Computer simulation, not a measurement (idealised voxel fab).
voxel quadruple lines: a process module
Square cell edge 5 nm, section width 185 nm, ID cut.
A cross-section is written here as square cells arranged in a grid, and it is given in bands from the top down, each band taking up one or more rows of cells.
Band entry format. Leading values: height of top, height of bottom, nm. Remainder: materials in left-to-right order, each with its width in nm. Special words: "everywhere" on a single material, which then fills the band edge to edge; "blank", empty space.
Ref level 0: as-received wafer is one material below here. Bottom band extends down with no lower bound ("0 -> down").
The width entry "30..40" should be interpreted row by row: the top row of cells in the band takes the first number, the bottom row takes the second number, and the change between adjacent rows is uniform throughout.
The designation "stayed the same", where it is given for a processing step, indicates that no cell of the cross-section was altered in the course of that step.
This entry, "Sealed internal cavities", enumerates those empty regions of no fewer than 8 cells that possess no open connection to the top. Each region is reported in the form width x height at distance, the distance being taken from the left edge, with all three quantities expressed in nm.
That trailing text on a step's line, after the settings, is the simulator's own remark on the step.
Among the settings permitted on a step's line is "overlay nm"; applied to a step with a mask, it specifies the extent to which the mask lay to the right of its planned position, whereas a negative figure signifies a position to the left.
Process steps - plan:
1) RECEIVE: material Si
2) CONFORMAL_DEP: material SiO2, thk nm 5
3) DIRECTIONAL_DEP: material W, thk nm 10
4) DIRECTIONAL_DEP: material polySi, thk nm 20
5) DIRECTIONAL_DEP: material aC, thk nm 25
6) PATTERN: tone cover, mask id MANDREL, material resist, width nm 35, thk nm 35, overlay nm 0
7) DIRECTIONAL_ETCH: etch materials aC, depth nm 25
8) STRIP: etch materials resist
9) CONFORMAL_DEP: material SiO2, thk nm 15
10) DIRECTIONAL_ETCH: etch materials SiO2, depth nm 15
11) STRIP: etch materials aC
12) DIRECTIONAL_ETCH: etch materials polySi, depth nm 20
13) STRIP: etch materials SiO2
14) CONFORMAL_DEP: material SiN, thk nm 10
15) DIRECTIONAL_ETCH: etch materials SiN, depth nm 10
16) STRIP: etch materials polySi
17) DIRECTIONAL_ETCH: etch materials W, depth nm 10
18) STRIP: etch materials SiN
19) FILL_DEP: material SiO2, thk nm 5
20) CMP: height nm 15
The first of a set of two wafers, run to plan:
Cross-section of the incoming wafer, state after step 1:
* 0 -> down | Si everywhere
* Sealed internal cavities: none
The following cross-section depicts the wafer upon completion of step 2:
* 5 -> 0 | SiO2 everywhere
* Everything below 0 is unchanged.
The following cross-section depicts the wafer upon completion of step 3:
* 15 -> 5 | W everywhere
* Everything below 5 is unchanged.
The following cross-section depicts the wafer upon completion of step 4:
* 35 -> 15 | polySi everywhere
* Everything below 15 is unchanged.
The following cross-section depicts the wafer upon completion of step 5:
* 60 -> 35 | aC everywhere
* Everything below 35 is unchanged.
The following cross-section depicts the wafer upon completion of step 6:
* 95 -> 60 | 75 nm blank / 35 nm resist / 75 nm blank
* Everything below 60 is unchanged.
The following cross-section depicts the wafer upon completion of step 7:
* 70 -> 60 | 75 nm blank / 35 nm resist / 75 nm blank
* 60 -> 35 | 75 nm blank / 35 nm aC / 75 nm blank
* Everything below 35 is unchanged.
The following cross-section depicts the wafer upon completion of step 8:
* 60 -> 35 | 75 nm blank / 35 nm aC / 75 nm blank
* Everything below 35 is unchanged.
The following cross-section depicts the wafer upon completion of step 9:
* 75 -> 60 | 60 nm blank / 65 nm SiO2 / 60 nm blank
* 60 -> 50 | 60 nm blank / 15 nm SiO2 / 35 nm aC / 15 nm SiO2 / 60 nm blank
* 50 -> 35 | 75 nm SiO2 / 35 nm aC / 75 nm SiO2
* Everything below 35 is unchanged.
The following cross-section depicts the wafer upon completion of step 10:
* 60 -> 35 | 60 nm blank / 15 nm SiO2 / 35 nm aC / 15 nm SiO2 / 60 nm blank
* Everything below 35 is unchanged.
The following cross-section depicts the wafer upon completion of step 11:
* 60 -> 35 | 60 nm blank / 15 nm SiO2 / 35 nm blank / 15 nm SiO2 / 60 nm blank
* Everything below 35 is unchanged.
The following cross-section depicts the wafer upon completion of step 12:
* 60 -> 35 | 60 nm blank / 15 nm SiO2 / 35 nm blank / 15 nm SiO2 / 60 nm blank
* 35 -> 15 | 60 nm blank / 15 nm polySi / 35 nm blank / 15 nm polySi / 60 nm blank
* Everything below 15 is unchanged.
The following cross-section depicts the wafer upon completion of step 13:
* 35 -> 15 | 60 nm blank / 15 nm polySi / 35 nm blank / 15 nm polySi / 60 nm blank
* Everything below 15 is unchanged.
The following cross-section depicts the wafer upon completion of step 14:
* 45 -> 35 | 50 nm blank / 35 nm SiN / 15 nm blank / 35 nm SiN / 50 nm blank
* 35 -> 25 | 50 nm blank / 10 nm SiN / 15 nm polySi / 10 nm SiN / 15 nm blank / 10 nm SiN / 15 nm polySi / 10 nm SiN / 50 nm blank
* 25 -> 15 | 60 nm SiN / 15 nm polySi / 35 nm SiN / 15 nm polySi / 60 nm SiN
* Everything below 15 is unchanged.
The following cross-section depicts the wafer upon completion of step 15:
* 35 -> 15 | 50 nm blank / 10 nm SiN / 15 nm polySi / 10 nm SiN / 15 nm blank / 10 nm SiN / 15 nm polySi / 10 nm SiN / 50 nm blank
* Everything below 15 is unchanged.
The following cross-section depicts the wafer upon completion of step 16:
* 35 -> 15 | 50 nm blank / 10 nm SiN / 15 nm blank / 10 nm SiN / 15 nm blank / 10 nm SiN / 15 nm blank / 10 nm SiN / 50 nm blank
* Everything below 15 is unchanged.
The following cross-section depicts the wafer upon completion of step 17:
* 35 -> 15 | 50 nm blank / 10 nm SiN / 15 nm blank / 10 nm SiN / 15 nm blank / 10 nm SiN / 15 nm blank / 10 nm SiN / 50 nm blank
* 15 -> 5 | 50 nm blank / 10 nm W / 15 nm blank / 10 nm W / 15 nm blank / 10 nm W / 15 nm blank / 10 nm W / 50 nm blank
* Everything below 5 is unchanged.
The following cross-section depicts the wafer upon completion of step 18:
* 15 -> 5 | 50 nm blank / 10 nm W / 15 nm blank / 10 nm W / 15 nm blank / 10 nm W / 15 nm blank / 10 nm W / 50 nm blank
* Everything below 5 is unchanged.
The following cross-section depicts the wafer upon completion of step 19:
* 20 -> 15 | SiO2 everywhere
* 15 -> 5 | 50 nm SiO2 / 10 nm W / 15 nm SiO2 / 10 nm W / 15 nm SiO2 / 10 nm W / 15 nm SiO2 / 10 nm W / 50 nm SiO2
* Everything below 5 is unchanged.
The following cross-section depicts the wafer upon completion of step 20:
* 15 -> 5 | 50 nm SiO2 / 10 nm W / 15 nm SiO2 / 10 nm W / 15 nm SiO2 / 10 nm W / 15 nm SiO2 / 10 nm W / 50 nm SiO2
* Everything below 5 is unchanged.
Second wafer - shared start and plan with the first - one error in running - same as the first up to step 10 inclusive:
The second wafer in cross-section, at the planned close of step 11:
* 60 -> 35 | 75 nm blank / 35 nm aC / 75 nm blank
* Everything below 35 is unchanged.
The second wafer in cross-section, at the planned close of step 12:
* 60 -> 35 | 75 nm blank / 35 nm aC / 75 nm blank
* 35 -> 15 | 75 nm blank / 35 nm polySi / 75 nm blank
* Everything below 15 is unchanged.
The second wafer in cross-section, at the planned close of step 13: stayed the same
The second wafer in cross-section, at the planned close of step 14:
* 70 -> 60 | 65 nm blank / 55 nm SiN / 65 nm blank
* 60 -> 35 | 65 nm blank / 10 nm SiN / 35 nm aC / 10 nm SiN / 65 nm blank
* 35 -> 25 | 65 nm blank / 10 nm SiN / 35 nm polySi / 10 nm SiN / 65 nm blank
* 25 -> 15 | 75 nm SiN / 35 nm polySi / 75 nm SiN
* Everything below 15 is unchanged.
The second wafer in cross-section, at the planned close of step 15:
* 60 -> 35 | 65 nm blank / 10 nm SiN / 35 nm aC / 10 nm SiN / 65 nm blank
* 35 -> 15 | 65 nm blank / 10 nm SiN / 35 nm polySi / 10 nm SiN / 65 nm blank
* Everything below 15 is unchanged.
The second wafer in cross-section, at the planned close of step 16: stayed the same
The second wafer in cross-section, at the planned close of step 17:
* 60 -> 35 | 65 nm blank / 10 nm SiN / 35 nm aC / 10 nm SiN / 65 nm blank
* 35 -> 15 | 65 nm blank / 10 nm SiN / 35 nm polySi / 10 nm SiN / 65 nm blank
* 15 -> 5 | 65 nm blank / 55 nm W / 65 nm blank
* Everything below 5 is unchanged.
The second wafer in cross-section, at the planned close of step 18:
* 60 -> 35 | 75 nm blank / 35 nm aC / 75 nm blank
* 35 -> 15 | 75 nm blank / 35 nm polySi / 75 nm blank
* Everything below 15 is unchanged.
The second wafer in cross-section, at the planned close of step 19:
* 65 -> 60 | SiO2 everywhere
* 60 -> 35 | 75 nm SiO2 / 35 nm aC / 75 nm SiO2
* 35 -> 15 | 75 nm SiO2 / 35 nm polySi / 75 nm SiO2
* 15 -> 5 | 65 nm SiO2 / 55 nm W / 65 nm SiO2
* Everything below 5 is unchanged.
The second wafer in cross-section, at the planned close of step 20:
* 15 -> 5 | 65 nm SiO2 / 55 nm W / 65 nm SiO2
* Everything below 5 is unchanged.
Diagnosis: so step 11 ended up running with a different setting than we planned, it ran as STRIP: etch materials SiO2
Final difference in cells, second wafer against first, listed per material as more or fewer: SiO2: 6 fewer, W: 6 more
